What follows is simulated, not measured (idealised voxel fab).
voxel released beams: a process module
The cross-section shown here is cut; it is 285 nm wide and divided into square cells measuring 5 nm on a side.
Heads up, the way a cross-section reads in here is a grid of square cells, handed over as bands from the top down, with every band being one or more rows of cells. Heights first: top, then bottom, in nm. Then materials, left to right, each with a width in nm. "everywhere" on a single material: fills the band edge to edge. "blank": empty space. All heights in this document are referenced to 0, defined as the level beneath which the wafer, as received, consists entirely of one material. The lowest band is not bounded below; it extends indefinitely downward and is written in the form "0 -> down". So if you see something like "30->40" for the width, read it as the top row of the band sitting at the first number and the bottom row at the second, with every row in between moving by the same amount as the last. A step reported as "nothing changed" is a step in which no cell of the cross-section changed. Entry "Enclosed void inventory" = empty spaces >= 8 cells with no open way to the top; each as width x height at distance, distance from left edge, all nm. Note: text after step settings on the step line = simulator remark on that step. The optional step-line setting "overlay nm" applies to steps with a mask and quantifies how far to the right of its planned location the mask lay, a negative value indicating leftward placement.
### Planned step list for the process
step 1: RECEIVE [material Si]
step 2: CONFORMAL_DEP [material SiN] [thk nm 5]
step 3: DIRECTIONAL_DEP [material SiO2] [thk nm 20]
step 4: PATTERN [tone open] [mask id ANCHOR] [material resist] [width nm 30] [thk nm 15] [overlay nm 0]
step 5: DIRECTIONAL_ETCH [etch materials SiO2] [depth nm 20]
step 6: STRIP [etch materials resist]
step 7: CONFORMAL_DEP [material TiN] [thk nm 10]
step 8: DIRECTIONAL_DEP [material aC] [thk nm 10]
step 9: PATTERN [tone cover] [mask id BEAM] [material resist] [width nm 110] [thk nm 25] [overlay nm 0]
step 10: DIRECTIONAL_ETCH [etch materials aC] [depth nm 10]
step 11: STRIP [etch materials resist]
step 12: DIRECTIONAL_ETCH [etch materials TiN] [depth nm 10]
step 13: STRIP [etch materials aC]
step 14: STRIP [etch materials SiO2]
### Of two wafers, the first: run according to plan
### Step 1 complete: cross-section of the wafer as received
0 -> down = Si everywhere
Enclosed void inventory: none
### You're looking at a cross-section of the wafer after step 2
5 -> 0 = SiN everywhere
For the remainder of the cross-section, below 0, there is no change.
### You're looking at a cross-section of the wafer after step 3
25 -> 5 = SiO2 everywhere
For the remainder of the cross-section, below 5, there is no change.
### You're looking at a cross-section of the wafer after step 4
40 -> 25 = 90 resist  30 blank  165 resist
For the remainder of the cross-section, below 25, there is no change.
### You're looking at a cross-section of the wafer after step 5
40 -> 25 = 90 resist  30 blank  165 resist
25 -> 5 = 90 SiO2  30 blank  165 SiO2
For the remainder of the cross-section, below 5, there is no change.
### You're looking at a cross-section of the wafer after step 6
25 -> 5 = 90 SiO2  30 blank  165 SiO2
For the remainder of the cross-section, below 5, there is no change.
### You're looking at a cross-section of the wafer after step 7
35 -> 25 = 100 TiN  10 blank  175 TiN
25 -> 15 = 90 SiO2  10 TiN  10 blank  10 TiN  165 SiO2
15 -> 5 = 90 SiO2  30 TiN  165 SiO2
For the remainder of the cross-section, below 5, there is no change.
### You're looking at a cross-section of the wafer after step 8
45 -> 35 = 100 aC  10 blank  175 aC
35 -> 25 = 100 TiN  10 blank  175 TiN
25 -> 15 = 90 SiO2  10 TiN  10 aC  10 TiN  165 SiO2
For the remainder of the cross-section, below 15, there is no change.
### You're looking at a cross-section of the wafer after step 9
70 -> 45 = 85 blank  110 resist  90 blank
45 -> 35 = 100 aC  10 resist  175 aC
35 -> 25 = 100 TiN  10 resist  175 TiN
For the remainder of the cross-section, below 25, there is no change.
### You're looking at a cross-section of the wafer after step 10
60 -> 45 = 85 blank  110 resist  90 blank
45 -> 35 = 85 blank  15 aC  10 resist  85 aC  90 blank
For the remainder of the cross-section, below 35, there is no change.
### You're looking at a cross-section of the wafer after step 11
45 -> 35 = 85 blank  15 aC  10 blank  85 aC  90 blank
35 -> 25 = 100 TiN  10 blank  175 TiN
For the remainder of the cross-section, below 25, there is no change.
### You're looking at a cross-section of the wafer after step 12
45 -> 35 = 85 blank  15 aC  10 blank  85 aC  90 blank
35 -> 25 = 85 blank  15 TiN  10 blank  85 TiN  90 blank
For the remainder of the cross-section, below 25, there is no change.
### You're looking at a cross-section of the wafer after step 13
35 -> 25 = 85 blank  15 TiN  10 blank  85 TiN  90 blank
25 -> 15 = 90 SiO2  10 TiN  10 blank  10 TiN  165 SiO2
For the remainder of the cross-section, below 15, there is no change.
### You're looking at a cross-section of the wafer after step 14
35 -> 25 = 85 blank  15 TiN  10 blank  85 TiN  90 blank
25 -> 15 = 90 blank  10 TiN  10 blank  10 TiN  165 blank
15 -> 5 = 90 blank  30 TiN  165 blank
For the remainder of the cross-section, below 5, there is no change.
### What follows concerns the second wafer, which started out like the first and was meant to follow the very same plan; one mistake crept in when it was run, but everything up to and including step 4 is the same as for the first wafer
### when step 5 should have ended
40 -> 25 = 90 resist  30 blank  165 resist
25 -> 5 = 90 SiO2  30 blank  165 SiO2
For the remainder of the cross-section, below 5, there is no change.
### when step 6 should have ended
25 -> 5 = 90 SiO2  30 blank  165 SiO2
For the remainder of the cross-section, below 5, there is no change.
### when step 7 should have ended
35 -> 25 = 100 TiN  10 blank  175 TiN
25 -> 15 = 90 SiO2  10 TiN  10 blank  10 TiN  165 SiO2
15 -> 5 = 90 SiO2  30 TiN  165 SiO2
For the remainder of the cross-section, below 5, there is no change.
### when step 8 should have ended
45 -> 35 = 100 aC  10 blank  175 aC
35 -> 25 = 100 TiN  10 blank  175 TiN
25 -> 15 = 90 SiO2  10 TiN  10 aC  10 TiN  165 SiO2
For the remainder of the cross-section, below 15, there is no change.
### when step 9 should have ended
70 -> 45 = 85 blank  110 resist  90 blank
45 -> 35 = 100 aC  10 resist  175 aC
35 -> 25 = 100 TiN  10 resist  175 TiN
For the remainder of the cross-section, below 25, there is no change.
### when step 10 should have ended
60 -> 45 = 85 blank  110 resist  90 blank
45 -> 35 = 85 blank  15 aC  10 resist  85 aC  90 blank
For the remainder of the cross-section, below 35, there is no change.
### when step 11 should have ended
45 -> 35 = 85 blank  15 aC  10 blank  85 aC  90 blank
35 -> 25 = 100 TiN  10 blank  175 TiN
For the remainder of the cross-section, below 25, there is no change.
### when step 12 should have ended
45 -> 35 = 85 blank  15 aC  10 blank  85 aC  90 blank
35 -> 25 = 85 blank  15 TiN  10 blank  85 TiN  90 blank
For the remainder of the cross-section, below 25, there is no change.
### when step 13 should have ended
35 -> 25 = 85 blank  15 TiN  10 blank  85 TiN  90 blank
25 -> 15 = 90 SiO2  10 TiN  10 blank  10 TiN  165 SiO2
For the remainder of the cross-section, below 15, there is no change.
### when step 14 should have ended
35 -> 25 = 85 blank  15 TiN  10 blank  85 TiN  90 blank
25 -> 15 = 90 blank  10 TiN  10 blank  10 TiN  165 blank
15 -> 5 = 90 blank  30 TiN  165 blank
For the remainder of the cross-section, below 5, there is no change.
Here's what went sideways: twice, step 5 of the plan was run
The two wafers wind up with the same cross-section at the end, so whatever this model computes is the same despite the mistake.
